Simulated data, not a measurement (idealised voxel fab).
process module | voxel local oxidation
cross-section cut | 290 nm wide | cells 5 nm
A cross-section is a grid of square cells, given in bands from the top down. A band is one or more rows of cells.
Each band's line starts with the height of the band's top and of its bottom, in nm. Then come its materials from left to right, each with its width in nm. One material with "throughout" fills the band from edge to edge. "air" is empty space.
Height 0 is the level under which the wafer as received is all one material. The lowest band goes on downwards, as in "0 down".
A width such as "30 to 40" changes by the same amount from each row of cells to the next, from the band's top row to its bottom row.
"no change" after a step means that no cell of the cross-section changed.
closed voids: empty space of 8 cells or more with no open way to the top, each as width x height at its distance from the left edge, in nm
after a step's settings: what the simulator itself notes on the step
overlay nm, on a step with a mask: how far to the right of its planned place the mask lay; to the left if negative
plan
1 op RECEIVE | material Si
2 op CONFORMAL_DEP | material SiO2 | thk nm 5
3 op CONFORMAL_DEP | material SiN | thk nm 10
4 op MASKED_ETCH | tone cover | mask id ACTIVE | width nm 100 | pitch nm 140 | etch materials SiN | depth nm 10 | overlay nm 0
5 op SELECTIVE_ETCH | etch materials SiO2 | depth nm 5
6 op OXIDIZE | depth nm 15
7 op STRIP | etch materials SiN
as received, after step 1
  0 down: Si throughout
  closed voids: none
first wafer at the end, as planned
  5 to 0: air 30 | SiO2 90 | air 50 | SiO2 90 | air 30
  0 to -15: SiO2 45 | Si 60 | SiO2 80 | Si 60 | SiO2 45
  -15 down: Si throughout
  closed voids: none
second wafer at the end: like start, like plan, one mistake
  5 to 0: air 25 | SiO2 100 | air 40 | SiO2 100 | air 25
  0 to -15: SiO2 40 | Si 70 | SiO2 70 | Si 70 | SiO2 40
  -15 down: Si throughout
  closed voids: none
what went wrong: step 4 ran as: op MASKED_ETCH | tone cover | mask id ACTIVE | width nm 110 | pitch nm 140 | etch materials SiN | depth nm 10 | overlay nm 0
at the end the second wafer has, in cells: 12 more of Si | 8 fewer of SiO2
